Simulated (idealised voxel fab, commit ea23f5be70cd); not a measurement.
Process module heading - voxel self aligned contacts
FYI the section here is cut, 190 nm wide, cells are 5 nm squares.
The cross-sections in this document take the form of a grid made of square cells. They are written out as bands, in order from top to bottom. Each band consists of one or more rows of cells. Band: top height; bottom height; in nm. Then, left to right: material with width in nm, for each material. "all across": a single material spanning edge to edge. "air": empty space. Ref level 0: as-received wafer is one material below here. Bottom band extends down with no lower bound ("z 0 and below"). You'd read "30..40" like this: the band's top row of cells is as wide as the first number, its bottom row is as wide as the second, and going down, every row changes width by the same amount as the row before did. Reading "nothing got changed" for a step: not a cell of the cross-section changed in it. Basically, "Enclosed cavities" tells you about the enclosed voids: empty spaces with no open way to the top, 8 cells or bigger, each written width x height at distance, where distance is from the left edge, all in nm. Formally, on a step line, whatever follows the settings is a remark that the simulator itself makes on the step. If you see "overlay nm" on a step's line and that step has a mask, it's telling you how far right of where it was planned the mask ended up; a negative number means it went left instead.

Intended process steps
1,RECEIVE | material Si
2,CONFORMAL_DEP | material SiO2 | thk nm 5
3,DIRECTIONAL_DEP | material polySi | thk nm 20
4,DIRECTIONAL_DEP | material SiN | thk nm 20
5,DIRECTIONAL_DEP | material aC | thk nm 15
6,PATTERN | tone cover | mask id GATE | material resist | width nm 25 | pitch nm 65 | thk nm 35 | overlay nm 0
7,DIRECTIONAL_ETCH | etch materials aC | depth nm 15
8,STRIP | etch materials resist
9,DIRECTIONAL_ETCH | etch materials SiN | depth nm 20
10,DIRECTIONAL_ETCH | etch materials polySi | depth nm 20
11,STRIP | etch materials aC
12,CONFORMAL_DEP | material SiN | thk nm 10
13,DIRECTIONAL_ETCH | etch materials SiN | depth nm 10
14,FILL_DEP | material SiO2 | thk nm 20
15,CMP | height nm 55
16,PATTERN | tone open | mask id CONTACT | material resist | width nm 50 | pitch nm 65 | thk nm 20 | overlay nm 0
17,DIRECTIONAL_ETCH | etch materials SiO2 | depth nm 55
18,STRIP | etch materials resist
19,CONFORMAL_DEP | material TiN | thk nm 5
20,FILL_DEP | material Ru | thk nm 5
21,CMP | height nm 55
22,CONFORMAL_DEP | material SiCN | thk nm 5

Cross-section of the incoming wafer, state after step 1
> z 0 and below  Si all across
> Enclosed cavities: none

A wafer at the end: this start, this plan, one mistake
> z 60 to 55  SiCN all across
> z 55 to 45  35 nm SiO2  5..25 nm TiN  40..10 nm Ru  5..15 nm TiN  15 nm SiO2  5..25 nm TiN  40..10 nm Ru  5..15 nm TiN  40 nm SiO2
> z 45 to 25  10 nm SiO2  45 nm SiN  5 nm TiN  10 nm Ru  5 nm TiN  45 nm SiN  5 nm TiN  10 nm Ru  5 nm TiN  45 nm SiN  5 nm SiO2
> z 25 to 5  10 nm SiO2  10 nm SiN  25 nm polySi  10 nm SiN  5 nm TiN  10 nm Ru  5 nm TiN  10 nm SiN  25 nm polySi  10 nm SiN  5 nm TiN  10 nm Ru  5 nm TiN  10 nm SiN  25 nm polySi  10 nm SiN  5 nm SiO2
> z 5 to 0  55 nm SiO2  20 nm TiN  45 nm SiO2  20 nm TiN  50 nm SiO2
> z 0 and below  Si all across
> Enclosed cavities: none
Deviation noted in wafer processing: step 6 was not run as planned; what actually ran was PATTERN | tone cover | mask id GATE | material resist | width nm 25 | pitch nm 65 | thk nm 35 | overlay nm 5
